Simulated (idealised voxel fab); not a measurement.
The process module that follows is named voxel double patterning.
Square cell edge 5 nm, section width 150 nm, ID cut.
When this document writes out a cross-section, it uses a grid of square cells and lists it as bands, beginning at the top and moving down, with a band standing for one or more rows of cells. Band: top and bottom heights (nm) first, top before bottom; then materials from left to right, widths in nm. "all across" marks a sole material filling the band edge to edge. "empty" denotes empty space. It should be noted that heights are counted from 0, beneath which the wafer as supplied is of one material throughout, and that the lowest band possesses no lower boundary but continues downward, as written in "top 0, no bottom". You'd read "30->40" like this: the band's top row of cells is as wide as the first number, its bottom row is as wide as the second, and going down, every row changes width by the same amount as the row before did. The cross-section has no changed cell in any step marked "remained unchanged". The list in "Closed voids list" covers empty spaces of 8 cells or more that cannot reach the top through any open way, and it gives each as width x height at distance; the distance is from the left edge, and width, height and distance are in nm. It should be noted that, on the line of a given step, the content following the step's settings is a remark produced by the simulator itself with respect to that step. overlay nm: on a step with a mask, how far right of its planned place the mask lay; negative means left.
HERE'S WHAT THE PLANNED PROCESS STEPS LOOK LIKE
1 RECEIVE: material Si
2 CONFORMAL_DEP: material SiN, thk nm 5
3 DIRECTIONAL_DEP: material SiO2, thk nm 15
4 DIRECTIONAL_DEP: material SiCN, thk nm 10
5 PATTERN: tone open, mask id FIRST, material resist, width nm 15, pitch nm 50, thk nm 20, overlay nm 0
6 DIRECTIONAL_ETCH: etch materials SiCN, depth nm 10
7 STRIP: etch materials resist
8 MASKED_ETCH: tone open, mask id SECOND, width nm 15, etch materials SiCN, depth nm 10, overlay nm 0
9 DIRECTIONAL_ETCH: etch materials SiO2, depth nm 15
10 STRIP: etch materials SiCN
AS-RECEIVED WAFER CROSS-SECTION (AFTER STEP 1)
- top 0, no bottom | Si all across
- Closed voids list: none
FIRST OF TWO WAFERS AT THE END OF THE MODULE, SHOWN IN CROSS-SECTION; RUN CARRIED OUT AS PLANNED
- top 20, bottom 5 | SiO2 40 nm, empty 15 nm, SiO2 10 nm, empty 15 nm, SiO2 10 nm, empty 15 nm, SiO2 45 nm
- top 5, bottom 0 | SiN all across
- top 0, no bottom | Si all across
- Closed voids list: none
SECOND WAFER AT THE END: LIKE START, LIKE PLAN, ONE MISTAKE
- top 20, bottom 15 | SiN all across
- top 15, bottom 0 | SiO2 all across
- top 0, no bottom | Si all across
- Closed voids list: none
Diagnosis: order of steps 2 and 3 inverted relative to the plan
End check, counted in cells, second wafer has more or fewer of these materials than the first: SiO2: 27 more
